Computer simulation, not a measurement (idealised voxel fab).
A process module follows: voxel gate over fins.
The width of the displayed cross-section, cut, is 220 nm; its cells are square, with a size of 5 nm.
Square cells in a grid make up a cross-section in this document, and the grid is given as bands, listed from the top down, each one or more rows of cells.
What a band's entry tells you: where the top is and where the bottom is, as heights in nm, and after that what lies inside, material by material from left to right, each with its width in nm. Empty space is written as the word "empty", and a single material marked with the word "all across" occupies the band from edge to edge.
Where do heights start? At 0: under that level the wafer as delivered is made of one material only. And the lowest band has no floor; it just carries on downward, as in "from 0 down".
Think of "30 to 40" as a width that walks from the first number to the second as you go down the band, top row to bottom row, taking equal-sized steps from row to row.
Take "no alterations made" at face value: in the step it is given for, the cross-section changed in none of its cells.
"Enclosed voids" specifies each empty space that is not open to the top and that occupies no fewer than 8 cells, using the form width x height at distance, the distance measured from the left edge and all three quantities in nm.
Where a step's line continues beyond its settings, the continuation is a remark by the simulator itself on that step.
overlay nm: how far to the right of its planned place the mask lay on this masked step (negative: to the left).
Reading guide: pairs of cross-sections, before and after one process step; after view cut off at lowest changed band; step and settings listed under each pair. Pairs may stem from different runs of this module on the same starting wafer; continuity with the pair above only where the "Ex-ante state" entry states it.

Ex-ante state:
    from 0 down | Si all across
    Enclosed voids: none

State After Step:
    from 10 to 0 | SiN all across
    No changes below 0.
    Enclosed voids: none
The before and after cross-sections above differ by one step: CONFORMAL_DEP with material SiN, thk nm 10

Ex-ante state: the after view from the pair directly above serves as the before view here.

State After Step:
    from 30 to 10 | 25 empty  15 resist  35 empty  15 resist  35 empty  15 resist  35 empty  15 resist  30 empty
    No changes below 10.
    Enclosed voids: none
The before and after cross-sections above differ by one step: PATTERN with tone cover, mask id FINS, material resist, width nm 15, pitch nm 50, thk nm 20, overlay nm 0

Ex-ante state: the after view from the pair directly above serves as the before view here.

State After Step:
    from 30 to 10 | 25 empty  15 resist  35 empty  15 resist  35 empty  15 resist  35 empty  15 resist  30 empty
    from 10 to 0 | 25 empty  15 SiN  35 empty  15 SiN  35 empty  15 SiN  35 empty  15 SiN  30 empty
    No changes below 0.
    Enclosed voids: none
The before and after cross-sections above differ by one step: DIRECTIONAL_ETCH with etch materials SiN, depth nm 10

Ex-ante state: the after view from the pair directly above serves as the before view here.

State After Step:
    from 30 to 10 | 25 empty  15 resist  35 empty  15 resist  35 empty  15 resist  35 empty  15 resist  30 empty
    from 10 to 0 | 25 empty  15 SiN  35 empty  15 SiN  35 empty  15 SiN  35 empty  15 SiN  30 empty
    from 0 to -40 | 25 empty  15 Si  35 empty  15 Si  35 empty  15 Si  35 empty  15 Si  30 empty
    No changes below -40.
    Enclosed voids: none
The before and after cross-sections above differ by one step: DIRECTIONAL_ETCH with etch materials Si, depth nm 40

Ex-ante state: the after view from the pair directly above serves as the before view here.

State After Step:
    from 10 to 0 | 25 empty  15 SiN  35 empty  15 SiN  35 empty  15 SiN  35 empty  15 SiN  30 empty
    No changes below 0.
    Enclosed voids: none
The before and after cross-sections above differ by one step: STRIP with etch materials resist

Ex-ante state: the after view from the pair directly above serves as the before view here.

State After Step:
    from 10 to 0 | 25 empty  15 SiN  35 empty  15 SiN  35 empty  15 SiN  35 empty  15 SiN  30 empty
    from 0 to -40 | 25 empty  5 SiO2  5 Si  5 SiO2  35 empty  5 SiO2  5 Si  5 SiO2  35 empty  5 SiO2  5 Si  5 SiO2  35 empty  5 SiO2  5 Si  5 SiO2  30 empty
    from -40 to -45 | 30 SiO2  5 Si  45 SiO2  5 Si  45 SiO2  5 Si  45 SiO2  5 Si  35 SiO2
    No changes below -45.
    Enclosed voids: none
The before and after cross-sections above differ by one step: OXIDIZE with depth nm 5

Ex-ante state: the after view from the pair directly above serves as the before view here.

State After Step:
    from 15 to 10 | SiO2 all across
    from 10 to 0 | 25 SiO2  15 SiN  35 SiO2  15 SiN  35 SiO2  15 SiN  35 SiO2  15 SiN  30 SiO2
    from 0 to -45 | 30 SiO2  5 Si  45 SiO2  5 Si  45 SiO2  5 Si  45 SiO2  5 Si  35 SiO2
    No changes below -45.
    Enclosed voids: none
The before and after cross-sections above differ by one step: FILL_DEP with material SiO2, thk nm 5

Ex-ante state: the after view from the pair directly above serves as the before view here.

State After Step:
    from 10 to 0 | 25 SiO2  15 SiN  35 SiO2  15 SiN  35 SiO2  15 SiN  35 SiO2  15 SiN  30 SiO2
    No changes below 0.
    Enclosed voids: none
The before and after cross-sections above differ by one step: CMP with height nm 10

Ex-ante state: the after view from the pair directly above serves as the before view here.

State After Step:
    from 20 to 10 | aC all across
    No changes below 10.
    Enclosed voids: none
The before and after cross-sections above differ by one step: DIRECTIONAL_DEP with material aC, thk nm 10

Ex-ante state: the after view from the pair directly above serves as the before view here.

State After Step:
    from 45 to 20 | 50 resist  15 empty  155 resist
    No changes below 20.
    Enclosed voids: none
The before and after cross-sections above differ by one step: PATTERN with tone open, mask id RAIL, material resist, width nm 15, thk nm 25, overlay nm 0

Ex-ante state: the after view from the pair directly above serves as the before view here.

State After Step:
    from 35 to 20 | 50 resist  15 empty  155 resist
    from 20 to 10 | 50 aC  15 empty  155 aC
    No changes below 10.
    Enclosed voids: none
The before and after cross-sections above differ by one step: DIRECTIONAL_ETCH with etch materials aC, depth nm 10

Ex-ante state: the after view from the pair directly above serves as the before view here.

State After Step:
    from 20 to 10 | 50 aC  15 empty  155 aC
    No changes below 10.
    Enclosed voids: none
The before and after cross-sections above differ by one step: STRIP with etch materials resist

Ex-ante state: the after view from the pair directly above serves as the before view here.

State After Step:
    from 20 to 10 | 50 aC  15 empty  155 aC
    from 10 to 0 | 25 SiO2  15 SiN  10 SiO2  15 empty  10 SiO2  15 SiN  35 SiO2  15 SiN  35 SiO2  15 SiN  30 SiO2
    from 0 to -35 | 30 SiO2  5 Si  15 SiO2  15 empty  15 SiO2  5 Si  45 SiO2  5 Si  45 SiO2  5 Si  35 SiO2
    No changes below -35.
    Enclosed voids: none
The before and after cross-sections above differ by one step: DIRECTIONAL_ETCH with etch materials SiO2, depth nm 45

Ex-ante state: the after view from the pair directly above serves as the before view here.

State After Step:
    from 10 to 0 | 25 SiO2  15 SiN  10 SiO2  15 empty  10 SiO2  15 SiN  35 SiO2  15 SiN  35 SiO2  15 SiN  30 SiO2
    No changes below 0.
    Enclosed voids: none
The before and after cross-sections above differ by one step: STRIP with etch materials aC

Ex-ante state: the after view from the pair directly above serves as the before view here.

State After Step:
    from 15 to 10 | 55 TiN  5 empty  160 TiN
    from 10 to 0 | 25 SiO2  15 SiN  10 SiO2  5 TiN  5 empty  5 TiN  10 SiO2  15 SiN  35 SiO2  15 SiN  35 SiO2  15 SiN  30 SiO2
    from 0 to -30 | 30 SiO2  5 Si  15 SiO2  5 TiN  5 empty  5 TiN  15 SiO2  5 Si  45 SiO2  5 Si  45 SiO2  5 Si  35 SiO2
    from -30 to -35 | 30 SiO2  5 Si  15 SiO2  15 TiN  15 SiO2  5 Si  45 SiO2  5 Si  45 SiO2  5 Si  35 SiO2
    No changes below -35.
    Enclosed voids: none
The before and after cross-sections above differ by one step: CONFORMAL_DEP with material TiN, thk nm 5

Ex-ante state: the after view from the pair directly above serves as the before view here.

State After Step:
    from 25 to 15 | W all across
    from 15 to 10 | 55 TiN  5 W  160 TiN
    from 10 to 0 | 25 SiO2  15 SiN  10 SiO2  5 TiN  5 W  5 TiN  10 SiO2  15 SiN  35 SiO2  15 SiN  35 SiO2  15 SiN  30 SiO2
    from 0 to -30 | 30 SiO2  5 Si  15 SiO2  5 TiN  5 W  5 TiN  15 SiO2  5 Si  45 SiO2  5 Si  45 SiO2  5 Si  35 SiO2
    No changes below -30.
    Enclosed voids: none
The before and after cross-sections above differ by one step: FILL_DEP with material W, thk nm 10

Ex-ante state: the after view from the pair directly above serves as the before view here.

State After Step:
    from 10 to 0 | 25 SiO2  15 SiN  10 SiO2  5 TiN  5 W  5 TiN  10 SiO2  15 SiN  35 SiO2  15 SiN  35 SiO2  15 SiN  30 SiO2
    No changes below 0.
    Enclosed voids: none
The before and after cross-sections above differ by one step: CMP with height nm 10

Ex-ante state: the after view from the pair directly above serves as the before view here.

State After Step:
    from 10 to 0 | 25 SiO2  15 SiN  10 SiO2  15 empty  10 SiO2  15 SiN  35 SiO2  15 SiN  35 SiO2  15 SiN  30 SiO2
    from 0 to -20 | 30 SiO2  5 Si  15 SiO2  15 empty  15 SiO2  5 Si  45 SiO2  5 Si  45 SiO2  5 Si  35 SiO2
    No changes below -20.
    Enclosed voids: none
The before and after cross-sections above differ by one step: SELECTIVE_ETCH with etch materials W Ru TiN, depth nm 30

Ex-ante state: the after view from the pair directly above serves as the before view here.

State After Step:
    from 15 to 10 | SiO2 all across
    from 10 to 0 | 25 SiO2  15 SiN  35 SiO2  15 SiN  35 SiO2  15 SiN  35 SiO2  15 SiN  30 SiO2
    from 0 to -20 | 30 SiO2  5 Si  45 SiO2  5 Si  45 SiO2  5 Si  45 SiO2  5 Si  35 SiO2
    No changes below -20.
    Enclosed voids: none
The before and after cross-sections above differ by one step: FILL_DEP with material SiO2, thk nm 5

Ex-ante state: the after view from the pair directly above serves as the before view here.

State After Step:
    from 10 to 0 | 25 SiO2  15 SiN  35 SiO2  15 SiN  35 SiO2  15 SiN  35 SiO2  15 SiN  30 SiO2
    No changes below 0.
    Enclosed voids: none
The before and after cross-sections above differ by one step: CMP with height nm 10

Ex-ante state: the after view from the pair directly above serves as the before view here.

State After Step:
    from 10 to 0 | 25 empty  15 SiN  35 empty  15 SiN  35 empty  15 SiN  35 empty  15 SiN  30 empty
    from 0 to -10 | 30 empty  5 Si  45 empty  5 Si  45 empty  5 Si  45 empty  5 Si  35 empty
    No changes below -10.
    Enclosed voids: none
The before and after cross-sections above differ by one step: SELECTIVE_ETCH with etch materials SiO2, depth nm 20

Ex-ante state: the after view from the pair directly above serves as the before view here.

State After Step:
    from 0 to -10 | 30 empty  5 Si  45 empty  5 Si  45 empty  5 Si  45 empty  5 Si  35 empty
    No changes below -10.
    Enclosed voids: none
The before and after cross-sections above differ by one step: STRIP with etch materials SiN

Ex-ante state: the after view from the pair directly above serves as the before view here.

State After Step:
    from 5 to 0 | 25 empty  15 HfO2  35 empty  15 HfO2  35 empty  15 HfO2  35 empty  15 HfO2  30 empty
    from 0 to -5 | 25 empty  5 HfO2  5 Si  5 HfO2  35 empty  5 HfO2  5 Si  5 HfO2  35 empty  5 HfO2  5 Si  5 HfO2  35 empty  5 HfO2  5 Si  5 HfO2  30 empty
    from -5 to -10 | 30 HfO2  5 Si  45 HfO2  5 Si  45 HfO2  5 Si  45 HfO2  5 Si  35 HfO2
    No changes below -10.
    Enclosed voids: none
The before and after cross-sections above differ by one step: CONFORMAL_DEP with material HfO2, thk nm 5

Ex-ante state: the after view from the pair directly above serves as the before view here.

State After Step:
    from 10 to 5 | 20 empty  25 TiN  25 empty  25 TiN  25 empty  25 TiN  25 empty  25 TiN  25 empty
    from 5 to 0 | 20 empty  5 TiN  15 HfO2  5 TiN  25 empty  5 TiN  15 HfO2  5 TiN  25 empty  5 TiN  15 HfO2  5 TiN  25 empty  5 TiN  15 HfO2  5 TiN  25 empty
    from 0 to -5 | 25 TiN  5 HfO2  5 Si  5 HfO2  35 TiN  5 HfO2  5 Si  5 HfO2  35 TiN  5 HfO2  5 Si  5 HfO2  35 TiN  5 HfO2  5 Si  5 HfO2  30 TiN
    No changes below -5.
    Enclosed voids: none
The before and after cross-sections above differ by one step: CONFORMAL_DEP with material TiN, thk nm 5

Ex-ante state: the after view from the pair directly above serves as the before view here.

State After Step:
    from 25 to 10 | W all across
    from 10 to 5 | 20 W  25 TiN  25 W  25 TiN  25 W  25 TiN  25 W  25 TiN  25 W
    from 5 to 0 | 20 W  5 TiN  15 HfO2  5 TiN  25 W  5 TiN  15 HfO2  5 TiN  25 W  5 TiN  15 HfO2  5 TiN  25 W  5 TiN  15 HfO2  5 TiN  25 W
    No changes below 0.
    Enclosed voids: none
The before and after cross-sections above differ by one step: FILL_DEP with material W, thk nm 15

Ex-ante state: the after view from the pair directly above serves as the before view here.

State After Step:
    from 20 to 10 | W all across
    No changes below 10.
    Enclosed voids: none
The before and after cross-sections above differ by one step: CMP with height nm 20

Ex-ante state: the after view from the pair directly above serves as the before view here.

State After Step:
    from 25 to 20 | SiCN all across
    No changes below 20.
    Enclosed voids: none
The before and after cross-sections above differ by one step: CONFORMAL_DEP with material SiCN, thk nm 5

Ex-ante state:
    from 0 to -10 | 30 empty  5 Si  45 empty  5 Si  45 empty  5 Si  45 empty  5 Si  35 empty
    from -10 to -20 | 30 SiO2  5 Si  45 SiO2  5 Si  45 SiO2  5 Si  45 SiO2  5 Si  35 SiO2
    from -20 to -30 | 30 SiO2  5 Si  15 SiO2  5 TiN  5 W  5 TiN  15 SiO2  5 Si  45 SiO2  5 Si  45 SiO2  5 Si  35 SiO2
    from -30 to -35 | 30 SiO2  5 Si  15 SiO2  15 TiN  15 SiO2  5 Si  45 SiO2  5 Si  45 SiO2  5 Si  35 SiO2
    from -35 to -45 | 30 SiO2  5 Si  45 SiO2  5 Si  45 SiO2  5 Si  45 SiO2  5 Si  35 SiO2
    from -45 down | Si all across
    Enclosed voids: none

State After Step:
    from 5 to 0 | 25 empty  15 TiN  35 empty  15 TiN  35 empty  15 TiN  35 empty  15 TiN  30 empty
    from 0 to -5 | 25 empty  5 TiN  5 Si  5 TiN  35 empty  5 TiN  5 Si  5 TiN  35 empty  5 TiN  5 Si  5 TiN  35 empty  5 TiN  5 Si  5 TiN  30 empty
    from -5 to -10 | 30 TiN  5 Si  45 TiN  5 Si  45 TiN  5 Si  45 TiN  5 Si  35 TiN
    No changes below -10.
    Enclosed voids: none
The before and after cross-sections above differ by one step: CONFORMAL_DEP with material TiN, thk nm 5

Ex-ante state: the after view from the pair directly above serves as the before view here.

State After Step:
    from 20 to 5 | W all across
    from 5 to 0 | 25 W  15 TiN  35 W  15 TiN  35 W  15 TiN  35 W  15 TiN  30 W
    from 0 to -5 | 25 W  5 TiN  5 Si  5 TiN  35 W  5 TiN  5 Si  5 TiN  35 W  5 TiN  5 Si  5 TiN  35 W  5 TiN  5 Si  5 TiN  30 W
    No changes below -5.
    Enclosed voids: none
The before and after cross-sections above differ by one step: FILL_DEP with material W, thk nm 15

Ex-ante state: the after view from the pair directly above serves as the before view here.

State After Step:
    from 25 to 20 | SiCN all across
    No changes below 20.
    Enclosed voids: none
The before and after cross-sections above differ by one step: CONFORMAL_DEP with material SiCN, thk nm 5

Ex-ante state:
    from 10 to 0 | 25 empty  15 SiN  35 empty  15 SiN  35 empty  15 SiN  35 empty  15 SiN  30 empty
    from 0 to -10 | 30 empty  5 Si  45 empty  5 Si  45 empty  5 Si  45 empty  5 Si  35 empty
    from -10 to -20 | 30 SiO2  5 Si  45 SiO2  5 Si  45 SiO2  5 Si  45 SiO2  5 Si  35 SiO2
    from -20 to -30 | 30 SiO2  5 Si  15 SiO2  5 TiN  5 W  5 TiN  15 SiO2  5 Si  45 SiO2  5 Si  45 SiO2  5 Si  35 SiO2
    from -30 to -35 | 30 SiO2  5 Si  15 SiO2  15 TiN  15 SiO2  5 Si  45 SiO2  5 Si  45 SiO2  5 Si  35 SiO2
    from -35 to -45 | 30 SiO2  5 Si  45 SiO2  5 Si  45 SiO2  5 Si  45 SiO2  5 Si  35 SiO2
    from -45 down | Si all across
    Enclosed voids: none

State After Step:
    from 10 to 0 | 25 empty  15 SiN  35 empty  15 SiN  35 empty  15 SiN  35 empty  15 SiN  30 empty
    from 0 to -20 | 30 empty  5 Si  45 empty  5 Si  45 empty  5 Si  45 empty  5 Si  35 empty
    from -20 to -30 | 30 empty  5 Si  15 empty  5 TiN  5 W  5 TiN  15 empty  5 Si  45 empty  5 Si  45 empty  5 Si  35 empty
    No changes below -30.
    Enclosed voids: none
The before and after cross-sections above differ by one step: SELECTIVE_ETCH with etch materials SiO2, depth nm 20

Ex-ante state: the after view from the pair directly above serves as the before view here.

State After Step:
    from 0 to -20 | 30 empty  5 Si  45 empty  5 Si  45 empty  5 Si  45 empty  5 Si  35 empty
    No changes below -20.
    Enclosed voids: none
The before and after cross-sections above differ by one step: STRIP with etch materials SiN

Ex-ante state: the after view from the pair directly above serves as the before view here.

State After Step:
    from 5 to 0 | 25 empty  15 HfO2  35 empty  15 HfO2  35 empty  15 HfO2  35 empty  15 HfO2  30 empty
    from 0 to -15 | 25 empty  5 HfO2  5 Si  5 HfO2  35 empty  5 HfO2  5 Si  5 HfO2  35 empty  5 HfO2  5 Si  5 HfO2  35 empty  5 HfO2  5 Si  5 HfO2  30 empty
    from -15 to -20 | 25 empty  5 HfO2  5 Si  5 HfO2  5 empty  25 HfO2  5 empty  5 HfO2  5 Si  5 HfO2  35 empty  5 HfO2  5 Si  5 HfO2  35 empty  5 HfO2  5 Si  5 HfO2  30 empty
    from -20 to -25 | 25 empty  5 HfO2  5 Si  5 HfO2  5 empty  5 HfO2  5 TiN  5 W  5 TiN  5 HfO2  5 empty  5 HfO2  5 Si  5 HfO2  35 empty  5 HfO2  5 Si  5 HfO2  35 empty  5 HfO2  5 Si  5 HfO2  30 empty
    from -25 to -30 | 30 HfO2  5 Si  15 HfO2  5 TiN  5 W  5 TiN  15 HfO2  5 Si  45 HfO2  5 Si  45 HfO2  5 Si  35 HfO2
    No changes below -30.
    Enclosed voids: none
The before and after cross-sections above differ by one step: CONFORMAL_DEP with material HfO2, thk nm 5

Ex-ante state: the after view from the pair directly above serves as the before view here.

State After Step:
    from 10 to 5 | 20 empty  25 TiN  25 empty  25 TiN  25 empty  25 TiN  25 empty  25 TiN  25 empty
    from 5 to 0 | 20 empty  5 TiN  15 HfO2  5 TiN  25 empty  5 TiN  15 HfO2  5 TiN  25 empty  5 TiN  15 HfO2  5 TiN  25 empty  5 TiN  15 HfO2  5 TiN  25 empty
    from 0 to -10 | 20 empty  5 TiN  5 HfO2  5 Si  5 HfO2  5 TiN  25 empty  5 TiN  5 HfO2  5 Si  5 HfO2  5 TiN  25 empty  5 TiN  5 HfO2  5 Si  5 HfO2  5 TiN  25 empty  5 TiN  5 HfO2  5 Si  5 HfO2  5 TiN  25 empty
    from -10 to -15 | 20 empty  5 TiN  5 HfO2  5 Si  5 HfO2  35 TiN  5 HfO2  5 Si  5 HfO2  5 TiN  25 empty  5 TiN  5 HfO2  5 Si  5 HfO2  5 TiN  25 empty  5 TiN  5 HfO2  5 Si  5 HfO2  5 TiN  25 empty
    from -15 to -20 | 20 empty  5 TiN  5 HfO2  5 Si  5 HfO2  5 TiN  25 HfO2  5 TiN  5 HfO2  5 Si  5 HfO2  5 TiN  25 empty  5 TiN  5 HfO2  5 Si  5 HfO2  5 TiN  25 empty  5 TiN  5 HfO2  5 Si  5 HfO2  5 TiN  25 empty
    from -20 to -25 | 25 TiN  5 HfO2  5 Si  5 HfO2  5 TiN  5 HfO2  5 TiN  5 W  5 TiN  5 HfO2  5 TiN  5 HfO2  5 Si  5 HfO2  35 TiN  5 HfO2  5 Si  5 HfO2  35 TiN  5 HfO2  5 Si  5 HfO2  30 TiN
    No changes below -25.
    Enclosed voids: none
The before and after cross-sections above differ by one step: CONFORMAL_DEP with material TiN, thk nm 5

Ex-ante state: the after view from the pair directly above serves as the before view here.

State After Step:
    from 25 to 10 | W all across
    from 10 to 5 | 20 W  25 TiN  25 W  25 TiN  25 W  25 TiN  25 W  25 TiN  25 W
    from 5 to 0 | 20 W  5 TiN  15 HfO2  5 TiN  25 W  5 TiN  15 HfO2  5 TiN  25 W  5 TiN  15 HfO2  5 TiN  25 W  5 TiN  15 HfO2  5 TiN  25 W
    from 0 to -10 | 20 W  5 TiN  5 HfO2  5 Si  5 HfO2  5 TiN  25 W  5 TiN  5 HfO2  5 Si  5 HfO2  5 TiN  25 W  5 TiN  5 HfO2  5 Si  5 HfO2  5 TiN  25 W  5 TiN  5 HfO2  5 Si  5 HfO2  5 TiN  25 W
    from -10 to -15 | 20 W  5 TiN  5 HfO2  5 Si  5 HfO2  35 TiN  5 HfO2  5 Si  5 HfO2  5 TiN  25 W  5 TiN  5 HfO2  5 Si  5 HfO2  5 TiN  25 W  5 TiN  5 HfO2  5 Si  5 HfO2  5 TiN  25 W
    from -15 to -20 | 20 W  5 TiN  5 HfO2  5 Si  5 HfO2  5 TiN  25 HfO2  5 TiN  5 HfO2  5 Si  5 HfO2  5 TiN  25 W  5 TiN  5 HfO2  5 Si  5 HfO2  5 TiN  25 W  5 TiN  5 HfO2  5 Si  5 HfO2  5 TiN  25 W
    No changes below -20.
    Enclosed voids: none
The before and after cross-sections above differ by one step: FILL_DEP with material W, thk nm 15

Ex-ante state: the after view from the pair directly above serves as the before view here.

State After Step:
    from 20 to 10 | W all across
    No changes below 10.
    Enclosed voids: none
The before and after cross-sections above differ by one step: CMP with height nm 20

Ex-ante state: the after view from the pair directly above serves as the before view here.

State After Step:
    from 25 to 20 | SiCN all across
    No changes below 20.
    Enclosed voids: none
The before and after cross-sections above differ by one step: CONFORMAL_DEP with material SiCN, thk nm 5

Ex-ante state:
    from 5 to 0 | 25 empty  15 TiN  35 empty  15 TiN  35 empty  15 TiN  35 empty  15 TiN  30 empty
    from 0 to -5 | 25 empty  5 TiN  5 Si  5 TiN  35 empty  5 TiN  5 Si  5 TiN  35 empty  5 TiN  5 Si  5 TiN  35 empty  5 TiN  5 Si  5 TiN  30 empty
    from -5 to -10 | 30 TiN  5 Si  45 TiN  5 Si  45 TiN  5 Si  45 TiN  5 Si  35 TiN
    from -10 to -20 | 30 SiO2  5 Si  45 SiO2  5 Si  45 SiO2  5 Si  45 SiO2  5 Si  35 SiO2
    from -20 to -30 | 30 SiO2  5 Si  15 SiO2  5 TiN  5 W  5 TiN  15 SiO2  5 Si  45 SiO2  5 Si  45 SiO2  5 Si  35 SiO2
    from -30 to -35 | 30 SiO2  5 Si  15 SiO2  15 TiN  15 SiO2  5 Si  45 SiO2  5 Si  45 SiO2  5 Si  35 SiO2
    from -35 to -45 | 30 SiO2  5 Si  45 SiO2  5 Si  45 SiO2  5 Si  45 SiO2  5 Si  35 SiO2
    from -45 down | Si all across
    Enclosed voids: none

State After Step:
    from 10 to 5 | 20 empty  25 HfO2  25 empty  25 HfO2  25 empty  25 HfO2  25 empty  25 HfO2  25 empty
    from 5 to 0 | 20 empty  5 HfO2  15 TiN  5 HfO2  25 empty  5 HfO2  15 TiN  5 HfO2  25 empty  5 HfO2  15 TiN  5 HfO2  25 empty  5 HfO2  15 TiN  5 HfO2  25 empty
    from 0 to -5 | 25 HfO2  5 TiN  5 Si  5 TiN  35 HfO2  5 TiN  5 Si  5 TiN  35 HfO2  5 TiN  5 Si  5 TiN  35 HfO2  5 TiN  5 Si  5 TiN  30 HfO2
    No changes below -5.
    Enclosed voids: none
The before and after cross-sections above differ by one step: CONFORMAL_DEP with material HfO2, thk nm 5

Ex-ante state: the after view from the pair directly above serves as the before view here.

State After Step:
    from 25 to 10 | W all across
    from 10 to 5 | 20 W  25 HfO2  25 W  25 HfO2  25 W  25 HfO2  25 W  25 HfO2  25 W
    from 5 to 0 | 20 W  5 HfO2  15 TiN  5 HfO2  25 W  5 HfO2  15 TiN  5 HfO2  25 W  5 HfO2  15 TiN  5 HfO2  25 W  5 HfO2  15 TiN  5 HfO2  25 W
    No changes below 0.
    Enclosed voids: none
The before and after cross-sections above differ by one step: FILL_DEP with material W, thk nm 15

Ex-ante state: the after view from the pair directly above serves as the before view here.

State After Step:
    from 20 to 10 | W all across
    No changes below 10.
    Enclosed voids: none
The before and after cross-sections above differ by one step: CMP with height nm 20

Ex-ante state: the after view from the pair directly above serves as the before view here.

State After Step:
    from 25 to 20 | SiCN all across
    No changes below 20.
    Enclosed voids: none
The before and after cross-sections above differ by one step: CONFORMAL_DEP with material SiCN, thk nm 5

Ex-ante state:
    from 20 to 10 | 50 aC  15 empty  155 aC
    from 10 to 0 | 25 SiO2  15 SiN  35 SiO2  15 SiN  35 SiO2  15 SiN  35 SiO2  15 SiN  30 SiO2
    from 0 to -45 | 30 SiO2  5 Si  45 SiO2  5 Si  45 SiO2  5 Si  45 SiO2  5 Si  35 SiO2
    from -45 down | Si all across
    Enclosed voids: none

State After Step:
    from 20 to 10 | 50 aC  15 empty  155 aC
    from 10 to 0 | 25 SiO2  15 SiN  10 SiO2  15 empty  10 SiO2  15 SiN  35 SiO2  15 SiN  35 SiO2  15 SiN  30 SiO2
    from 0 to -25 | 30 SiO2  5 Si  15 SiO2  15 empty  15 SiO2  5 Si  45 SiO2  5 Si  45 SiO2  5 Si  35 SiO2
    No changes below -25.
    Enclosed voids: none
The before and after cross-sections above differ by one step: DIRECTIONAL_ETCH with etch materials SiO2, depth nm 35

Ex-ante state: the after view from the pair directly above serves as the before view here.

State After Step:
    from 10 to 0 | 25 SiO2  15 SiN  10 SiO2  15 empty  10 SiO2  15 SiN  35 SiO2  15 SiN  35 SiO2  15 SiN  30 SiO2
    No changes below 0.
    Enclosed voids: none
The before and after cross-sections above differ by one step: STRIP with etch materials aC

Ex-ante state: the after view from the pair directly above serves as the before view here.

State After Step:
    from 15 to 10 | 55 TiN  5 empty  160 TiN
    from 10 to 0 | 25 SiO2  15 SiN  10 SiO2  5 TiN  5 empty  5 TiN  10 SiO2  15 SiN  35 SiO2  15 SiN  35 SiO2  15 SiN  30 SiO2
    from 0 to -20 | 30 SiO2  5 Si  15 SiO2  5 TiN  5 empty  5 TiN  15 SiO2  5 Si  45 SiO2  5 Si  45 SiO2  5 Si  35 SiO2
    from -20 to -25 | 30 SiO2  5 Si  15 SiO2  15 TiN  15 SiO2  5 Si  45 SiO2  5 Si  45 SiO2  5 Si  35 SiO2
    No changes below -25.
    Enclosed voids: none
The before and after cross-sections above differ by one step: CONFORMAL_DEP with material TiN, thk nm 5

Ex-ante state: the after view from the pair directly above serves as the before view here.

State After Step:
    from 25 to 15 | W all across
    from 15 to 10 | 55 TiN  5 W  160 TiN
    from 10 to 0 | 25 SiO2  15 SiN  10 SiO2  5 TiN  5 W  5 TiN  10 SiO2  15 SiN  35 SiO2  15 SiN  35 SiO2  15 SiN  30 SiO2
    from 0 to -20 | 30 SiO2  5 Si  15 SiO2  5 TiN  5 W  5 TiN  15 SiO2  5 Si  45 SiO2  5 Si  45 SiO2  5 Si  35 SiO2
    No changes below -20.
    Enclosed voids: none
The before and after cross-sections above differ by one step: FILL_DEP with material W, thk nm 10

Ex-ante state: the after view from the pair directly above serves as the before view here.

State After Step:
    from 10 to 0 | 25 SiO2  15 SiN  10 SiO2  5 TiN  5 W  5 TiN  10 SiO2  15 SiN  35 SiO2  15 SiN  35 SiO2  15 SiN  30 SiO2
    No changes below 0.
    Enclosed voids: none
The before and after cross-sections above differ by one step: CMP with height nm 10

Ex-ante state: the after view from the pair directly above serves as the before view here.

State After Step:
    from 10 to 0 | 25 SiO2  15 SiN  10 SiO2  15 empty  10 SiO2  15 SiN  35 SiO2  15 SiN  35 SiO2  15 SiN  30 SiO2
    from 0 to -20 | 30 SiO2  5 Si  15 SiO2  15 empty  15 SiO2  5 Si  45 SiO2  5 Si  45 SiO2  5 Si  35 SiO2
    No changes below -20.
    Enclosed voids: none
The before and after cross-sections above differ by one step: SELECTIVE_ETCH with etch materials W Ru TiN, depth nm 30

Ex-ante state: the after view from the pair directly above serves as the before view here.

State After Step:
    from 15 to 10 | SiO2 all across
    from 10 to 0 | 25 SiO2  15 SiN  35 SiO2  15 SiN  35 SiO2  15 SiN  35 SiO2  15 SiN  30 SiO2
    from 0 to -20 | 30 SiO2  5 Si  45 SiO2  5 Si  45 SiO2  5 Si  45 SiO2  5 Si  35 SiO2
    No changes below -20.
    Enclosed voids: none
The before and after cross-sections above differ by one step: FILL_DEP with material SiO2, thk nm 5

Ex-ante state: the after view from the pair directly above serves as the before view here.

State After Step:
    from 10 to 0 | 25 SiO2  15 SiN  35 SiO2  15 SiN  35 SiO2  15 SiN  35 SiO2  15 SiN  30 SiO2
    No changes below 0.
    Enclosed voids: none
The before and after cross-sections above differ by one step: CMP with height nm 10

Ex-ante state: the after view from the pair directly above serves as the before view here.

State After Step:
    from 10 to 0 | 25 empty  15 SiN  35 empty  15 SiN  35 empty  15 SiN  35 empty  15 SiN  30 empty
    from 0 to -10 | 30 empty  5 Si  45 empty  5 Si  45 empty  5 Si  45 empty  5 Si  35 empty
    No changes below -10.
    Enclosed voids: none
The before and after cross-sections above differ by one step: SELECTIVE_ETCH with etch materials SiO2, depth nm 20

Ex-ante state: the after view from the pair directly above serves as the before view here.

State After Step:
    from 0 to -10 | 30 empty  5 Si  45 empty  5 Si  45 empty  5 Si  45 empty  5 Si  35 empty
    No changes below -10.
    Enclosed voids: none
The before and after cross-sections above differ by one step: STRIP with etch materials SiN

Ex-ante state: the after view from the pair directly above serves as the before view here.

State After Step:
    from 5 to 0 | 25 empty  15 HfO2  35 empty  15 HfO2  35 empty  15 HfO2  35 empty  15 HfO2  30 empty
    from 0 to -5 | 25 empty  5 HfO2  5 Si  5 HfO2  35 empty  5 HfO2  5 Si  5 HfO2  35 empty  5 HfO2  5 Si  5 HfO2  35 empty  5 HfO2  5 Si  5 HfO2  30 empty
    from -5 to -10 | 30 HfO2  5 Si  45 HfO2  5 Si  45 HfO2  5 Si  45 HfO2  5 Si  35 HfO2
    No changes below -10.
    Enclosed voids: none
The before and after cross-sections above differ by one step: CONFORMAL_DEP with material HfO2, thk nm 5
